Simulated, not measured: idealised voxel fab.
A process module follows: voxel released beams.
Shown is cross-section cut, with a width of 280 nm and square cells of size 5 nm.
A cross-section is written here as square cells arranged in a grid, and it is given in bands from the top down, each band taking up one or more rows of cells. Top, bottom (nm), then materials left to right with widths (nm); lone material tagged "edge to edge" fills the whole band edge to edge; "empty" = empty space. Basically, 0 is our baseline, since under it the wafer straight out of the box is all one material. The bottom band has no lower end and keeps on going down, so it looks like "0 -> down". A width given as "30->40" starts at the first number in the band's top row and ends at the second number in its bottom row, shifting by an equal amount at every step from row to row. A step reported as "stayed the same" is a step in which no cell of the cross-section changed. Entry "Enclosed void listing". Content: empty spaces with no open connection to the top, size 8 cells or greater. Each: width x height at distance. Distance: from left edge. Unit: nm. after a step's settings: what the simulator itself notes on the step. "overlay nm" denotes, for a step that has a mask, the displacement of the mask to the right of its planned place, with negative values corresponding to the left.
Planned process steps
- 1: op RECEIVE | material Si
- 2: op CONFORMAL_DEP | material Al2O3 | thk nm 5
- 3: op DIRECTIONAL_DEP | material SiO2 | thk nm 10
- 4: op DIRECTIONAL_DEP | material aC | thk nm 10
- 5: op PATTERN | tone open | mask id ANCHOR | material resist | width nm 40 | thk nm 25 | overlay nm 0
- 6: op DIRECTIONAL_ETCH | etch materials aC | depth nm 10
- 7: op STRIP | etch materials resist
- 8: op DIRECTIONAL_ETCH | etch materials SiO2 | depth nm 10
- 9: op STRIP | etch materials aC
- 10: op CONFORMAL_DEP | material SiN | thk nm 15
- 11: op MASKED_ETCH | tone cover | mask id BEAM | width nm 85 | etch materials SiN | depth nm 15 | overlay nm 0
- 12: op STRIP | etch materials SiO2
The first wafer of two, processed as planned
Incoming wafer, cross-sectional view, post step 1
    0 -> down = Si edge to edge
    Enclosed void listing: none
Cross-section: wafer state after step 2
    5 -> 0 = Al2O3 edge to edge
    Note: structure below 0 unchanged.
Cross-section: wafer state after step 3
    15 -> 5 = SiO2 edge to edge
    Note: structure below 5 unchanged.
Cross-section: wafer state after step 4
    25 -> 15 = aC edge to edge
    Note: structure below 15 unchanged.
Cross-section: wafer state after step 5
    50 -> 25 = resist 100 / empty 40 / resist 140
    Note: structure below 25 unchanged.
Cross-section: wafer state after step 6
    40 -> 25 = resist 100 / empty 40 / resist 140
    25 -> 15 = aC 100 / empty 40 / aC 140
    Note: structure below 15 unchanged.
Cross-section: wafer state after step 7
    25 -> 15 = aC 100 / empty 40 / aC 140
    Note: structure below 15 unchanged.
Cross-section: wafer state after step 8
    25 -> 15 = aC 100 / empty 40 / aC 140
    15 -> 5 = SiO2 100 / empty 40 / SiO2 140
    Note: structure below 5 unchanged.
Cross-section: wafer state after step 9
    15 -> 5 = SiO2 100 / empty 40 / SiO2 140
    Note: structure below 5 unchanged.
Cross-section: wafer state after step 10
    30 -> 20 = SiN 115 / empty 10 / SiN 155
    20 -> 15 = SiN edge to edge
    15 -> 5 = SiO2 100 / SiN 40 / SiO2 140
    Note: structure below 5 unchanged.
Cross-section: wafer state after step 11
    30 -> 20 = empty 95 / SiN 20 / empty 10 / SiN 55 / empty 100
    20 -> 15 = empty 95 / SiN 85 / empty 100
    Note: structure below 15 unchanged.
Cross-section: wafer state after step 12
    30 -> 20 = empty 95 / SiN 20 / empty 10 / SiN 55 / empty 100
    20 -> 15 = empty 95 / SiN 85 / empty 100
    15 -> 5 = empty 100 / SiN 40 / empty 140
    Note: structure below 5 unchanged.
Notes, second wafer: start = first wafer's, plan = first wafer's, execution had one mistake; history identical to first through step 9
Second wafer, section view, time point: scheduled end of step 10
    45 -> 15 = SiN edge to edge
    15 -> 5 = SiO2 100 / SiN 40 / SiO2 140
    Note: structure below 5 unchanged.
Second wafer, section view, time point: scheduled end of step 11
    45 -> 30 = empty 95 / SiN 85 / empty 100
    Note: structure below 30 unchanged.
Second wafer, section view, time point: scheduled end of step 12: stayed the same
Error vs. plan: twice, step 10 of the plan was run
End check, counted in cells, second wafer has more or fewer of these materials than the first: SiN: 172 more, SiO2: 96 more
